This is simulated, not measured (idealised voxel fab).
Module name: voxel quadruple lines (process module)
Square cells of 5 nm make up the cross-section cut, whose width is 230 nm.
This document writes a cross-section as a grid whose cells are square, and gives it as bands, listed from the top down; one or more rows of cells form a band. Per band: top height and bottom height in nm, followed by the left-to-right materials and their widths in nm; "everywhere" marks a single material spanning edge to edge, "empty" marks empty space. Convention: height 0 is the level below which the wafer, as received, is all one material. The lowest band does not terminate at the bottom but continues downward, represented as "z 0 and below". When a width is written as two numbers, as in "30 to 40", the first number is the width in the top row of cells of the band and the second is the width in its bottom row, and the width changes by the same amount from each row to the next. Basically "nothing was modified" means that step didn't change any cell in the cross-section. "Sealed cavities": sealed empty spaces, 8 cells or more, no open way to top, listed width x height at distance, with distance from the left edge and width, height and distance in nm. Read whatever lies past the settings on a step's line as the simulator's own remark about the step. "overlay nm", when on a step's line for a step with a mask, measures how far to the right of its planned place the mask lay; a negative measure means to the left.
-- These are the steps we planned for the process
1,RECEIVE [material Si]
2,CONFORMAL_DEP [material SiO2] [thk nm 5]
3,DIRECTIONAL_DEP [material W] [thk nm 15]
4,DIRECTIONAL_DEP [material polySi] [thk nm 20]
5,DIRECTIONAL_DEP [material aC] [thk nm 20]
6,PATTERN [tone cover] [mask id MANDREL] [material resist] [width nm 30] [pitch nm 80] [thk nm 25] [overlay nm 0]
7,DIRECTIONAL_ETCH [etch materials aC] [depth nm 20]
8,STRIP [etch materials resist]
9,CONFORMAL_DEP [material SiO2] [thk nm 10]
10,DIRECTIONAL_ETCH [etch materials SiO2] [depth nm 10]
11,STRIP [etch materials aC]
12,DIRECTIONAL_ETCH [etch materials polySi] [depth nm 20]
13,STRIP [etch materials SiO2]
14,CONFORMAL_DEP [material SiCN] [thk nm 10]
15,DIRECTIONAL_ETCH [etch materials SiCN] [depth nm 10]
16,STRIP [etch materials polySi]
17,DIRECTIONAL_ETCH [etch materials W] [depth nm 15]
18,STRIP [etch materials SiCN]
19,FILL_DEP [material SiO2] [thk nm 5]
20,CMP [height nm 20]
-- Received-state cross-section, reflecting completion of step 1
    z 0 and below = Si everywhere
    Sealed cavities: none
-- Post-module cross-section of the first of two wafers (run per plan)
    z 20 to 5 = 40 SiO2 | 10 W | 10 SiO2 | 10 W | 10 SiO2 | 10 W | 10 SiO2 | 10 W | 10 SiO2 | 10 W | 10 SiO2 | 10 W | 10 SiO2 | 10 W | 10 SiO2 | 10 W | 40 SiO2
    z 5 to 0 = SiO2 everywhere
    z 0 and below = Si everywhere
    Sealed cavities: none
-- Wafer two, sectioned after the module: the first wafer's start, the first wafer's plan, and one mistake in how it was run
    z 20 to 5 = 50 SiO2 | 10 W | 10 SiO2 | 10 W | 10 SiO2 | 10 W | 30 SiO2 | 10 W | 10 SiO2 | 10 W | 10 SiO2 | 10 W | 50 SiO2
    z 5 to 0 = SiO2 everywhere
    z 0 and below = Si everywhere
    Sealed cavities: none
Processing error: it should be noted that step 6 was executed with settings other than those planned, the operation and settings actually applied being PATTERN [tone open] [mask id MANDREL] [material resist] [width nm 30] [pitch nm 80] [thk nm 25] [overlay nm 0]
At the finish, the second wafer shows more or fewer cells for some materials than the first does: +12 SiO2; -12 W
